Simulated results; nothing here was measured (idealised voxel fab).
process module | voxel self aligned vias
cross-section cut | 140 nm wide | cells 5 nm
A cross-section is a grid of square cells, given in bands from the top down. A band is one or more rows of cells.
Each band's line starts with the height of the band's top and of its bottom, in nm. Then come its materials from left to right, each with its width in nm. One material with "throughout" fills the band from edge to edge. "air" is empty space.
Height 0 is the level under which the wafer as received is all one material. The lowest band goes on downwards, as in "0 down".
A width such as "30 to 40" changes by the same amount from each row of cells to the next, from the band's top row to its bottom row.
"no change" after a step means that no cell of the cross-section changed.
closed voids: empty space of 8 cells or more with no open way to the top, each as width x height at its distance from the left edge, in nm
after a step's settings: what the simulator itself notes on the step
overlay nm, on a step with a mask: how far to the right of its planned place the mask lay; to the left if negative
plan
1 op RECEIVE | material Si
2 op CONFORMAL_DEP | material SiO2 | thk nm 15
3 op CONFORMAL_DEP | material SiCN | thk nm 5
4 op DIRECTIONAL_DEP | material SiO2 | thk nm 20
5 op MASKED_ETCH | tone open | mask id LINES | width nm 25 | pitch nm 50 | etch materials SiO2 | depth nm 20 | overlay nm 0
6 op CONFORMAL_DEP | material TiN | thk nm 5
7 op FILL_DEP | material W | thk nm 10
8 op CMP | height nm 40
9 op SELECTIVE_ETCH | etch materials W Ru TiN | depth nm 5
10 op FILL_DEP | material SiN | thk nm 5
11 op CMP | height nm 40
12 op DIRECTIONAL_DEP | material SiO2 | thk nm 15
13 op PATTERN | tone open | mask id VIAS | material resist | width nm 35 | thk nm 20 | overlay nm 0
14 op DIRECTIONAL_ETCH | etch materials SiO2 | depth nm 15
15 op DIRECTIONAL_ETCH | etch materials SiN | depth nm 10
16 op STRIP | etch materials resist
17 op CONFORMAL_DEP | material TiN | thk nm 5
18 op FILL_DEP | material Cu | thk nm 10
19 op CMP | height nm 55
20 op CONFORMAL_DEP | material SiN | thk nm 5
varied across the wafers: depth nm of step 9. The plan shows the first wafer's value. All wafers start alike
first wafer as received, after step 1
  0 down: Si throughout
  closed voids: none
each wafer at the end: cells of each material gained (+) or lost (-) since it was received, then its closed voids
depth nm 5 | +13 Cu | +28 SiCN | +33 SiN | +219 SiO2 | +31 TiN | +12 W | closed voids: none
depth nm 10 | +16 Cu | +28 SiCN | +38 SiN | +219 SiO2 | +29 TiN | +6 W | closed voids: none
depth nm 15 | +16 Cu | +28 SiCN | +48 SiN | +219 SiO2 | +25 TiN | closed voids: none
depth nm 20 | +16 Cu | +28 SiCN | +58 SiN | +219 SiO2 | +15 TiN | closed voids: none
depth nm 25 | +16 Cu | +28 SiCN | +58 SiN | +219 SiO2 | +15 TiN | closed voids: none
